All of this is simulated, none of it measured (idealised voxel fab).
process module | voxel tone inversion
cross-section cut | 275 nm wide | cells 5 nm
A cross-section is a grid of square cells, given in bands from the top down. A band is one or more rows of cells.
Each band's line starts with the height of the band's top and of its bottom, in nm. Then come its materials from left to right, each with its width in nm. One material with "throughout" fills the band from edge to edge. "air" is empty space.
Height 0 is the level under which the wafer as received is all one material. The lowest band goes on downwards, as in "0 down".
A width such as "30 to 40" changes by the same amount from each row of cells to the next, from the band's top row to its bottom row.
"no change" after a step means that no cell of the cross-section changed.
closed voids: empty space of 8 cells or more with no open way to the top, each as width x height at its distance from the left edge, in nm
after a step's settings: what the simulator itself notes on the step
overlay nm, on a step with a mask: how far to the right of its planned place the mask lay; to the left if negative
plan
1 op RECEIVE | material Si
2 op CONFORMAL_DEP | material SiN | thk nm 10
3 op DIRECTIONAL_DEP | material aC | thk nm 15
4 op PATTERN | tone cover | mask id POSTS | material resist | width nm 25 | pitch nm 45 | thk nm 20 | overlay nm 0
5 op DIRECTIONAL_ETCH | etch materials aC | depth nm 15
6 op STRIP | etch materials resist
7 op FILL_DEP | material SiO2 | thk nm 5
8 op CMP | height nm 25
9 op STRIP | etch materials aC
10 op CONFORMAL_DEP | material TiN | thk nm 5
11 op FILL_DEP | material Cu | thk nm 5
12 op CMP | height nm 25
13 op CONFORMAL_DEP | material SiN | thk nm 5
first wafer, as planned
as received, after step 1
  0 down: Si throughout
  closed voids: none
after step 2
  10 to 0: SiN throughout
  below 0: unchanged
after step 3
  25 to 10: aC throughout
  below 10: unchanged
after step 4
  45 to 25: air 55 | resist 25 | air 20 | resist 25 | air 20 | resist 25 | air 20 | resist 25 | air 60
  below 25: unchanged
after step 5
  30 to 25: air 55 | resist 25 | air 20 | resist 25 | air 20 | resist 25 | air 20 | resist 25 | air 60
  25 to 10: air 55 | aC 25 | air 20 | aC 25 | air 20 | aC 25 | air 20 | aC 25 | air 60
  below 10: unchanged
after step 6
  25 to 10: air 55 | aC 25 | air 20 | aC 25 | air 20 | aC 25 | air 20 | aC 25 | air 60
  below 10: unchanged
after step 7
  30 to 25: SiO2 throughout
  25 to 10: SiO2 55 | aC 25 | SiO2 20 | aC 25 | SiO2 20 | aC 25 | SiO2 20 | aC 25 | SiO2 60
  below 10: unchanged
after step 8
  25 to 10: SiO2 55 | aC 25 | SiO2 20 | aC 25 | SiO2 20 | aC 25 | SiO2 20 | aC 25 | SiO2 60
  below 10: unchanged
after step 9
  25 to 10: SiO2 55 | air 25 | SiO2 20 | air 25 | SiO2 20 | air 25 | SiO2 20 | air 25 | SiO2 60
  below 10: unchanged
after step 10
  30 to 25: TiN 60 | air 15 | TiN 30 | air 15 | TiN 30 | air 15 | TiN 30 | air 15 | TiN 65
  25 to 15: SiO2 55 | TiN 5 | air 15 | TiN 5 | SiO2 20 | TiN 5 | air 15 | TiN 5 | SiO2 20 | TiN 5 | air 15 | TiN 5 | SiO2 20 | TiN 5 | air 15 | TiN 5 | SiO2 60
  15 to 10: SiO2 55 | TiN 25 | SiO2 20 | TiN 25 | SiO2 20 | TiN 25 | SiO2 20 | TiN 25 | SiO2 60
  below 10: unchanged
after step 11
  35 to 30: Cu throughout
  30 to 25: TiN 60 | Cu 15 | TiN 30 | Cu 15 | TiN 30 | Cu 15 | TiN 30 | Cu 15 | TiN 65
  25 to 15: SiO2 55 | TiN 5 | Cu 15 | TiN 5 | SiO2 20 | TiN 5 | Cu 15 | TiN 5 | SiO2 20 | TiN 5 | Cu 15 | TiN 5 | SiO2 20 | TiN 5 | Cu 15 | TiN 5 | SiO2 60
  below 15: unchanged
after step 12
  25 to 15: SiO2 55 | TiN 5 | Cu 15 | TiN 5 | SiO2 20 | TiN 5 | Cu 15 | TiN 5 | SiO2 20 | TiN 5 | Cu 15 | TiN 5 | SiO2 20 | TiN 5 | Cu 15 | TiN 5 | SiO2 60
  below 15: unchanged
after step 13
  30 to 25: SiN throughout
  below 25: unchanged
second wafer: like start, like plan, one mistake. Through step 3 it matches the first wafer
when step 4 should have ended
  45 to 25: resist 55 | air 25 | resist 20 | air 25 | resist 20 | air 25 | resist 20 | air 25 | resist 60
  below 25: unchanged
when step 5 should have ended
  30 to 25: resist 55 | air 25 | resist 20 | air 25 | resist 20 | air 25 | resist 20 | air 25 | resist 60
  25 to 10: aC 55 | air 25 | aC 20 | air 25 | aC 20 | air 25 | aC 20 | air 25 | aC 60
  below 10: unchanged
when step 6 should have ended
  25 to 10: aC 55 | air 25 | aC 20 | air 25 | aC 20 | air 25 | aC 20 | air 25 | aC 60
  below 10: unchanged
when step 7 should have ended
  30 to 25: SiO2 throughout
  25 to 10: aC 55 | SiO2 25 | aC 20 | SiO2 25 | aC 20 | SiO2 25 | aC 20 | SiO2 25 | aC 60
  below 10: unchanged
when step 8 should have ended
  25 to 10: aC 55 | SiO2 25 | aC 20 | SiO2 25 | aC 20 | SiO2 25 | aC 20 | SiO2 25 | aC 60
  below 10: unchanged
when step 9 should have ended
  25 to 10: air 55 | SiO2 25 | air 20 | SiO2 25 | air 20 | SiO2 25 | air 20 | SiO2 25 | air 60
  below 10: unchanged
when step 10 should have ended
  30 to 25: air 50 | TiN 35 | air 10 | TiN 35 | air 10 | TiN 35 | air 10 | TiN 35 | air 55
  25 to 15: air 50 | TiN 5 | SiO2 25 | TiN 5 | air 10 | TiN 5 | SiO2 25 | TiN 5 | air 10 | TiN 5 | SiO2 25 | TiN 5 | air 10 | TiN 5 | SiO2 25 | TiN 5 | air 55
  15 to 10: TiN 55 | SiO2 25 | TiN 20 | SiO2 25 | TiN 20 | SiO2 25 | TiN 20 | SiO2 25 | TiN 60
  below 10: unchanged
when step 11 should have ended
  35 to 30: Cu throughout
  30 to 25: Cu 50 | TiN 35 | Cu 10 | TiN 35 | Cu 10 | TiN 35 | Cu 10 | TiN 35 | Cu 55
  25 to 15: Cu 50 | TiN 5 | SiO2 25 | TiN 5 | Cu 10 | TiN 5 | SiO2 25 | TiN 5 | Cu 10 | TiN 5 | SiO2 25 | TiN 5 | Cu 10 | TiN 5 | SiO2 25 | TiN 5 | Cu 55
  below 15: unchanged
when step 12 should have ended
  25 to 15: Cu 50 | TiN 5 | SiO2 25 | TiN 5 | Cu 10 | TiN 5 | SiO2 25 | TiN 5 | Cu 10 | TiN 5 | SiO2 25 | TiN 5 | Cu 10 | TiN 5 | SiO2 25 | TiN 5 | Cu 55
  below 15: unchanged
when step 13 should have ended
  30 to 25: SiN throughout
  below 25: unchanged
what went wrong: step 4 ran as: op PATTERN | tone open | mask id POSTS | material resist | width nm 25 | pitch nm 45 | thk nm 20 | overlay nm 0
at the end the second wafer has, in cells: 30 more of Cu | 45 fewer of SiO2 | 15 more of TiN
